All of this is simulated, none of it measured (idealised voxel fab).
process module | voxel tone inversion
cross-section cut | 160 nm wide | cells 5 nm
A cross-section is a grid of square cells, given in bands from the top down. A band is one or more rows of cells.
Each band's line starts with the height of the band's top and of its bottom, in nm. Then come its materials from left to right, each with its width in nm. One material with "throughout" fills the band from edge to edge. "air" is empty space.
Height 0 is the level under which the wafer as received is all one material. The lowest band goes on downwards, as in "0 down".
A width such as "30 to 40" changes by the same amount from each row of cells to the next, from the band's top row to its bottom row.
"no change" after a step means that no cell of the cross-section changed.
closed voids: empty space of 8 cells or more with no open way to the top, each as width x height at its distance from the left edge, in nm
after a step's settings: what the simulator itself notes on the step
overlay nm, on a step with a mask: how far to the right of its planned place the mask lay; to the left if negative
plan
1 op RECEIVE | material Si
2 op CONFORMAL_DEP | material SiN | thk nm 10
3 op DIRECTIONAL_DEP | material aC | thk nm 15
4 op PATTERN | tone cover | mask id POSTS | material resist | width nm 20 | pitch nm 50 | thk nm 20 | overlay nm 0
5 op DIRECTIONAL_ETCH | etch materials aC | depth nm 15
6 op STRIP | etch materials resist
7 op FILL_DEP | material SiO2 | thk nm 5
8 op CMP | height nm 25
9 op STRIP | etch materials aC
as received, after step 1
  0 down: Si throughout
  closed voids: none
a wafer at the end: this start, this plan, one mistake
  25 to 10: SiO2 15 | air 20 | SiO2 30 | air 20 | SiO2 30 | air 20 | SiO2 25
  10 to 0: SiN throughout
  0 down: Si throughout
  closed voids: none
what went wrong: step 4 ran as: op PATTERN | tone cover | mask id POSTS | material resist | width nm 20 | pitch nm 50 | thk nm 20 | overlay nm -5
